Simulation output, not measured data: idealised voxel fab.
Module name: voxel tone inversion (process module)
Each square cell in cross-section cut measures 5 nm, and the section as a whole is 205 nm wide.
If you're reading a cross-section in this doc, picture square cells in a grid; it comes to you as bands, top ones listed first down to the bottom, and a band can be one or more rows of cells.
Each band's line starts with the height of the band's top and of its bottom, in nm. Then come its materials from left to right, each with its width in nm. One material with "full width" fills the band from edge to edge. "blank" is empty space.
Below 0: as-received wafer, all one material; heights counted from there. Lowest band: no bottom, goes on down, written "0 nm and below".
A width such as "30 to 40" changes by the same amount from each row of cells to the next, from the band's top row to its bottom row.
"identical to before", as given for a step, is the statement that not any cell of the cross-section underwent a change during that step.
"Trapped voids" contains a list of empty spaces, each no smaller than 8 cells and without an open way to the top, written in the form width x height at distance with the distance from the left edge and all three in nm.
If you see something after the settings on a step's line, that's the simulator's own remark about that step.
overlay nm: how far to the right of its planned place the mask lay on this masked step (negative: to the left).

Set out below are the planned steps of the process:
1: RECEIVE | material Si
2: CONFORMAL_DEP | material SiCN | thk nm 5
3: DIRECTIONAL_DEP | material aC | thk nm 25
4: PATTERN | tone cover | mask id POSTS | material resist | width nm 25 | pitch nm 40 | thk nm 35 | overlay nm 0
5: DIRECTIONAL_ETCH | etch materials aC | depth nm 25
6: STRIP | etch materials resist
7: FILL_DEP | material lowk | thk nm 10
8: CMP | height nm 30
9: STRIP | etch materials aC
10: CONFORMAL_DEP | material TiN | thk nm 5
11: FILL_DEP | material Cu | thk nm 5
12: CMP | height nm 30
13: CONFORMAL_DEP | material SiN | thk nm 5
Where the wafers of this document differ is in the thk nm of step 2; they start out the same, and the plan states the value that applied to the first wafer.

The first of several wafers in cross-section, exactly as it reached us after step 1:
    0 nm and below = Si full width
    Trapped voids: none

Here is the cross-section of the first of several wafers at the end of the module, after its last step, step 13:
    35 nm to 30 nm = SiN full width
    30 nm to 10 nm = 30 of lowk, then 5 of TiN, then 15 of Cu, then 5 of TiN, then 15 of lowk, then 5 of TiN, then 15 of Cu, then 5 of TiN, then 15 of lowk, then 5 of TiN, then 15 of Cu, then 5 of TiN, then 15 of lowk, then 5 of TiN, then 15 of Cu, then 5 of TiN, then 30 of lowk
    10 nm to 5 nm = 30 of lowk, then 25 of TiN, then 15 of lowk, then 25 of TiN, then 15 of lowk, then 25 of TiN, then 15 of lowk, then 25 of TiN, then 30 of lowk
    5 nm to 0 nm = SiCN full width
    0 nm and below = Si full width
    Trapped voids: none

Of the several wafers, the last: cross-section at the end of the module:
    35 nm to 30 nm = SiN full width
    30 nm to 25 nm = 30 of lowk, then 5 of TiN, then 15 of Cu, then 5 of TiN, then 15 of lowk, then 5 of TiN, then 15 of Cu, then 5 of TiN, then 15 of lowk, then 5 of TiN, then 15 of Cu, then 5 of TiN, then 15 of lowk, then 5 of TiN, then 15 of Cu, then 5 of TiN, then 30 of lowk
    25 nm to 20 nm = 30 of lowk, then 25 of TiN, then 15 of lowk, then 25 of TiN, then 15 of lowk, then 25 of TiN, then 15 of lowk, then 25 of TiN, then 30 of lowk
    20 nm to 0 nm = SiCN full width
    0 nm and below = Si full width
    Trapped voids: none

Gained (+) or lost (-) cells of each material since receipt, then closed voids: one row per wafer, at the end of the module:
thk nm 5; +48 Cu; +41 SiCN; +41 SiN; +52 TiN; +105 lowk; Trapped voids: none
thk nm 10; +36 Cu; +82 SiCN; +41 SiN; +44 TiN; +84 lowk; Trapped voids: none
thk nm 15; +24 Cu; +123 SiCN; +41 SiN; +36 TiN; +63 lowk; Trapped voids: none
thk nm 20; +12 Cu; +164 SiCN; +41 SiN; +28 TiN; +42 lowk; Trapped voids: none
